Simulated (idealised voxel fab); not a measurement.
process module | voxel local oxidation
cross-section cut | 160 nm wide | cells 5 nm
A cross-section is a grid of square cells, given in bands from the top down. A band is one or more rows of cells.
Each band's line starts with the height of the band's top and of its bottom, in nm. Then come its materials from left to right, each with its width in nm. One material with "throughout" fills the band from edge to edge. "air" is empty space.
Height 0 is the level under which the wafer as received is all one material. The lowest band goes on downwards, as in "0 down".
A width such as "30 to 40" changes by the same amount from each row of cells to the next, from the band's top row to its bottom row.
"no change" after a step means that no cell of the cross-section changed.
closed voids: empty space of 8 cells or more with no open way to the top, each as width x height at its distance from the left edge, in nm
after a step's settings: what the simulator itself notes on the step
overlay nm, on a step with a mask: how far to the right of its planned place the mask lay; to the left if negative
plan
1 op RECEIVE | material Si
2 op CONFORMAL_DEP | material SiO2 | thk nm 5
3 op CONFORMAL_DEP | material SiN | thk nm 15
4 op DIRECTIONAL_DEP | material aC | thk nm 15
5 op PATTERN | tone cover | mask id ACTIVE | material resist | width nm 100 | thk nm 30 | overlay nm 0
6 op DIRECTIONAL_ETCH | etch materials aC | depth nm 15
7 op STRIP | etch materials resist
8 op DIRECTIONAL_ETCH | etch materials SiN | depth nm 15
9 op STRIP | etch materials aC
10 op SELECTIVE_ETCH | etch materials SiO2 | depth nm 5
11 op OXIDIZE | depth nm 10
12 op STRIP | etch materials SiN
as received, after step 1
  0 down: Si throughout
  closed voids: none
first wafer at the end, as planned
  5 to 0: air 35 | SiO2 90 | air 35
  0 to -10: SiO2 45 | Si 70 | SiO2 45
  -10 down: Si throughout
  closed voids: none
second wafer at the end: like start, like plan, one mistake
  5 to 0: air 35 | SiO2 95 | air 30
  0 to -10: SiO2 45 | Si 75 | SiO2 40
  -10 down: Si throughout
  closed voids: none
what went wrong: step 5 ran as: op PATTERN | tone cover | mask id ACTIVE | material resist | width nm 105 | thk nm 30 | overlay nm 0
at the end the second wafer has, in cells: 2 more of Si | 1 fewer of SiO2
